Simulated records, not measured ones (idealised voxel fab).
Title: Process Module voxel gate over fins
Square cell edge 5 nm, section width 250 nm, ID cut.
Cross-section = grid of square cells, listed top down in bands; band = one or more rows.
Read a band's entry like this: the first values are the height of its top and the height of its bottom in nm, and what follows is the sequence of materials from left to right, each with its width in nm. Note that "blank" is empty space, and that a single material marked "everywhere" reaches across the band from edge to edge.
All heights in this document are referenced to 0, defined as the level beneath which the wafer, as received, consists entirely of one material. The lowest band is not bounded below; it extends indefinitely downward and is written in the form "0 down".
Width spec "30..40" -> top row of cells at first value, bottom row at second value, equal per-row change in between.
For the purposes of this document, the phrase "all unchanged" attached to a step denotes that no cell within the cross-section was modified by that step.
Entry "Closed void roster" = empty spaces >= 8 cells with no open way to the top; each as width x height at distance, distance from left edge, all nm.
Formally, on a step line, whatever follows the settings is a remark that the simulator itself makes on the step.
Among the settings permitted on a step's line is "overlay nm"; applied to a step with a mask, it specifies the extent to which the mask lay to the right of its planned position, whereas a negative figure signifies a position to the left.

# Process steps (planned)
1 RECEIVE | material Si
2 CONFORMAL_DEP | material SiN | thk nm 5
3 PATTERN | tone cover | mask id FINS | material resist | width nm 15 | pitch nm 40 | thk nm 15 | overlay nm 0
4 DIRECTIONAL_ETCH | etch materials SiN | depth nm 5
5 DIRECTIONAL_ETCH | etch materials Si | depth nm 35
6 STRIP | etch materials resist
7 FILL_DEP | material SiO2 | thk nm 15
8 CMP | height nm 5
9 SELECTIVE_ETCH | etch materials SiO2 | depth nm 15
10 STRIP | etch materials SiN
11 CONFORMAL_DEP | material HfO2 | thk nm 5
12 CONFORMAL_DEP | material TiN | thk nm 5
13 CONFORMAL_DEP | material TiAl | thk nm 5
14 CONFORMAL_DEP | material TiN | thk nm 5
15 FILL_DEP | material W | thk nm 10
16 CMP | height nm 25
17 CONFORMAL_DEP | material SiN | thk nm 5
Keep in mind the plan's value for the thk nm of step 17 comes from the first wafer; the wafers don't share that setting, but they do share the same starting point.

# As received, i.e. after step 1: cross-section through the first of several wafers
> 0 down  Si everywhere
> Closed void roster: none

# What follows is a table in which each wafer occupies a row; for the wafer as it stands at the close of the module, the row states, material by material, how many cells have been gained (+) or lost (-) since receipt, and then gives its closed voids
thk nm 5, +66 HfO2, -266 Si, +50 SiN, +190 SiO2, +60 TiAl, +120 TiN, +80 W, Closed void roster: none
thk nm 10, +66 HfO2, -266 Si, +100 SiN, +190 SiO2, +60 TiAl, +120 TiN, +80 W, Closed void roster: none
thk nm 15, +66 HfO2, -266 Si, +150 SiN, +190 SiO2, +60 TiAl, +120 TiN, +80 W, Closed void roster: none
thk nm 20, +66 HfO2, -266 Si, +200 SiN, +190 SiO2, +60 TiAl, +120 TiN, +80 W, Closed void roster: none
thk nm 25, +66 HfO2, -266 Si, +250 SiN, +190 SiO2, +60 TiAl, +120 TiN, +80 W, Closed void roster: none
